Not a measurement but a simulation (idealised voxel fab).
Process module, titled voxel self aligned vias
The figure presents cross-section cut, which has a width of 255 nm and is divided into square cells with an edge length of 5 nm.
Cross-section format: a grid of square cells, given as bands from top to bottom; each band is one or more rows of cells.
This entry defines a band. It first specifies the height of the band's top and the height of its bottom in nm, and then specifies the band's materials from left to right, stating each material with its width in nm. The word "everywhere" identifies a single material that fills the band from edge to edge, while the word "empty" identifies empty space.
Note: height 0 marks the level under which the wafer is uniformly one material as received. Lowest band unbounded below, written "0..down".
So if you see something like "30->40" for the width, read it as the top row of the band sitting at the first number and the bottom row at the second, with every row in between moving by the same amount as the last.
"nothing different" for a step: no cell of the cross-section changed in that step.
Closed-off voids of 8+ cells (no open route to the top) go in "Cavities, sealed", written width x height at distance from the left edge, in nm.
Text after the settings on a step's line: the simulator's own remark on that step.
On any step carrying a mask, the "overlay nm" setting, if present on the step's line, tells how far right of its planned place the mask lay; negative values point to the left.

**Process steps - plan**
1: RECEIVE | material Si
2: CONFORMAL_DEP | material SiO2 | thk nm 15
3: CONFORMAL_DEP | material SiCN | thk nm 5
4: DIRECTIONAL_DEP | material lowk | thk nm 25
5: PATTERN | tone open | mask id LINES | material resist | width nm 30 | pitch nm 70 | thk nm 15 | overlay nm 0
6: DIRECTIONAL_ETCH | etch materials lowk | depth nm 25
7: STRIP | etch materials resist
8: CONFORMAL_DEP | material TiN | thk nm 5
9: FILL_DEP | material W | thk nm 10
10: CMP | height nm 45
11: SELECTIVE_ETCH | etch materials W Ru TiN | depth nm 5
12: FILL_DEP | material SiN | thk nm 5
13: CMP | height nm 45
14: DIRECTIONAL_DEP | material lowk | thk nm 15
15: DIRECTIONAL_DEP | material aC | thk nm 15
16: PATTERN | tone open | mask id VIAS | material resist | width nm 50 | pitch nm 70 | thk nm 30 | overlay nm 0
17: DIRECTIONAL_ETCH | etch materials aC | depth nm 15
18: STRIP | etch materials resist
19: DIRECTIONAL_ETCH | etch materials lowk | depth nm 15
20: DIRECTIONAL_ETCH | etch materials SiN | depth nm 5
21: STRIP | etch materials aC
22: CONFORMAL_DEP | material TiN | thk nm 5
23: FILL_DEP | material Cu | thk nm 10
24: CMP | height nm 60
25: CONFORMAL_DEP | material SiN | thk nm 5

**As received (post step 1): cross-section**
	0..down | Si everywhere
	Cavities, sealed: none

**Sectioned view, first of two wafers, at the close of the module, processed as intended in the plan**
	65..60 | SiN everywhere
	60..50 | lowk: 65, then TiN: 5, then Cu: 40, then TiN: 5, then lowk: 20, then TiN: 5, then Cu: 40, then TiN: 5, then lowk: 70
	50..45 | lowk: 65, then TiN: 15, then Cu: 20, then TiN: 15, then lowk: 20, then TiN: 15, then Cu: 20, then TiN: 15, then lowk: 70
	45..40 | lowk: 75, then TiN: 30, then lowk: 40, then TiN: 30, then lowk: 80
	40..25 | lowk: 75, then TiN: 5, then W: 20, then TiN: 5, then lowk: 40, then TiN: 5, then W: 20, then TiN: 5, then lowk: 80
	25..20 | lowk: 75, then TiN: 30, then lowk: 40, then TiN: 30, then lowk: 80
	20..15 | SiCN everywhere
	15..0 | SiO2 everywhere
	0..down | Si everywhere
	Cavities, sealed: none

**The second wafer, shown in cross-section after the module: started the same way as the first and given the same plan, yet one mistake crept into how it was run**
	60..55 | SiN everywhere
	55..45 | lowk: 65, then TiN: 5->15, then Cu: 40->20, then TiN: 5->15, then lowk: 20, then TiN: 5->15, then Cu: 40->20, then TiN: 5->15, then lowk: 70
	45..40 | lowk: 75, then TiN: 30, then lowk: 40, then TiN: 30, then lowk: 80
	40..25 | lowk: 75, then TiN: 5, then W: 20, then TiN: 5, then lowk: 40, then TiN: 5, then W: 20, then TiN: 5, then lowk: 80
	25..20 | lowk: 75, then TiN: 30, then lowk: 40, then TiN: 30, then lowk: 80
	20..15 | SiCN everywhere
	15..0 | SiO2 everywhere
	0..down | Si everywhere
	Cavities, sealed: none
what went wrong: for step 24, the planned setting was not used; the step was instead run as CMP | height nm 55
Final wafer comparison in cells, second versus first, more or fewer per material: 16 fewer of Cu, 4 fewer of TiN, 31 fewer of lowk
